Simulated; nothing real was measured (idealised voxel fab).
Name of the process module below: voxel released beams
Displayed cross-section: cut, width of 270 nm, square cells sized 5 nm.
Each cross-section below is a grid of square cells, stated as bands in top-down order, with one or more rows of cells making up each band. Band: top and bottom heights (nm) first, top before bottom; then materials from left to right, widths in nm. "all across" marks a sole material filling the band edge to edge. "blank" denotes empty space. Heads up on the height convention: 0 is the point under which the incoming wafer is all one material, and the lowest band has no bottom, it just keeps going down, like "top 0, no bottom". Width spec "30 to 40" -> top row of cells at first value, bottom row at second value, equal per-row change in between. What does "nothing got changed" mean for a step? It means no cell of the cross-section changed in that step. If an empty space has no open way to the top and is at least 8 cells in size, "Fully enclosed voids" lists it, written width x height at distance, where distance is measured from the left edge and every value is in nm. It should be noted that, on the line of a given step, the content following the step's settings is a remark produced by the simulator itself with respect to that step. "overlay nm" answers the question of how far to the right of plan the mask lay on a step that has a mask, and when it is negative the answer is to the left.
**Steps in the process plan**
- 1: RECEIVE with material Si
- 2: CONFORMAL_DEP with material SiN, thk nm 10
- 3: DIRECTIONAL_DEP with material SiO2, thk nm 20
- 4: MASKED_ETCH with tone open, mask id ANCHOR, width nm 30, etch materials SiO2, depth nm 20, overlay nm 0
- 5: CONFORMAL_DEP with material polySi, thk nm 10
- 6: DIRECTIONAL_DEP with material aC, thk nm 10
- 7: PATTERN with tone cover, mask id BEAM, material resist, width nm 90, thk nm 25, overlay nm 0
- 8: DIRECTIONAL_ETCH with etch materials aC, depth nm 10
- 9: STRIP with etch materials resist
- 10: DIRECTIONAL_ETCH with etch materials polySi, depth nm 10
- 11: STRIP with etch materials aC
- 12: STRIP with etch materials SiO2
**The cross-section here shows the wafer as received, i.e. in its state after step 1**
top 0, no bottom = Si all across
Fully enclosed voids: none
**Cross-section: first of two wafers, module finished, run according to plan**
top 40, bottom 30 = blank (85), then polySi (15), then blank (10), then polySi (65), then blank (95)
top 30, bottom 20 = blank (90), then polySi (10), then blank (10), then polySi (10), then blank (150)
top 20, bottom 10 = blank (90), then polySi (30), then blank (150)
top 10, bottom 0 = SiN all across
top 0, no bottom = Si all across
Fully enclosed voids: none
**Second wafer of the two, sectioned at the end of the module. It began like the first and followed the same plan, but one mistake was made while running it**
top 20, bottom 10 = blank (85), then polySi (90), then blank (95)
top 10, bottom 0 = SiN all across
top 0, no bottom = Si all across
Fully enclosed voids: none
what went wrong: step 3 of the plan was omitted and not executed
Final cells, second wafer relative to first, materials higher or lower: polySi: 16 fewer
